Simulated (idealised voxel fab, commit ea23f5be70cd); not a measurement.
This is a process module. Its name is voxel lift off.
Cross-sectional view cut (width: 155 nm; square cell size: 5 nm).
Throughout this document, each cross-section is represented as a grid of square cells and is presented as a sequence of bands enumerated from the top downward, where a band comprises one or more rows of cells.
Top height, bottom height, nm. Materials left to right, width each, nm. Single material + "everywhere" = fills band edge to edge. "air" = empty.
Heights are expressed relative to 0, this being the level below which the as-received wafer comprises one material exclusively. The lowest band is unbounded in the downward direction and is denoted as in "0 down".
When a width is written as two numbers, as in "30 to 40", the first number is the width in the top row of cells of the band and the second is the width in its bottom row, and the width changes by the same amount from each row to the next.
When a step is marked "identical to before", none of the cells in the cross-section changed during that step.
"Fully closed voids" means: voids of 8 cells or more that are shut off from the top with no open way through. Written width x height at distance, distance from the left edge, in nm.
On a step's line, text after the settings is the simulator commenting on that step.
The setting "overlay nm" may be written on the line of a step. When the step uses a mask, the value reports how far to the right of the planned place the mask lay, and a negative value reports that it lay to the left.
### List of planned process steps
| 1 | RECEIVE | material Si |
| 2 | CONFORMAL_DEP | material SiN | thk nm 10 |
| 3 | PATTERN | tone open | mask id LINES | material resist | width nm 25 | pitch nm 40 | thk nm 30 | overlay nm 0 |
| 4 | DIRECTIONAL_DEP | material Ru | thk nm 15 |
| 5 | STRIP | etch materials resist |
| 6 | CONFORMAL_DEP | material SiCN | thk nm 5 |
### As received (post step 1): cross-section
    0 down = Si everywhere
    Fully closed voids: none
### Cross-section, first of two wafers, end of module, run as planned
    30 to 25 = air 20 nm  SiCN 35 nm  air 5 nm  SiCN 35 nm  air 5 nm  SiCN 35 nm  air 20 nm
    25 to 15 = air 20 nm  SiCN 5 nm  Ru 25 nm  SiCN 5 nm  air 5 nm  SiCN 5 nm  Ru 25 nm  SiCN 5 nm  air 5 nm  SiCN 5 nm  Ru 25 nm  SiCN 5 nm  air 20 nm
    15 to 10 = SiCN 25 nm  Ru 25 nm  SiCN 15 nm  Ru 25 nm  SiCN 15 nm  Ru 25 nm  SiCN 25 nm
    10 to 0 = SiN everywhere
    0 down = Si everywhere
    Fully closed voids: none
### Here is the second of the two wafers cut open at the end of the module - same start, same plan as the first one, but we made one mistake running it
    30 to 25 = air 25 nm  SiCN 35 nm  air 5 nm  SiCN 35 nm  air 5 nm  SiCN 35 nm  air 15 nm
    25 to 15 = air 25 nm  SiCN 5 nm  Ru 25 nm  SiCN 5 nm  air 5 nm  SiCN 5 nm  Ru 25 nm  SiCN 5 nm  air 5 nm  SiCN 5 nm  Ru 25 nm  SiCN 5 nm  air 15 nm
    15 to 10 = SiCN 30 nm  Ru 25 nm  SiCN 15 nm  Ru 25 nm  SiCN 15 nm  Ru 25 nm  SiCN 20 nm
    10 to 0 = SiN everywhere
    0 down = Si everywhere
    Fully closed voids: none
Diagnosis: in deviation from the planned setting, step 3 was conducted as PATTERN | tone open | mask id LINES | material resist | width nm 25 | pitch nm 40 | thk nm 30 | overlay nm 5
Comparing end states, the material composition by cell count is preserved from the first wafer to the second, while the locations of the cells are not.
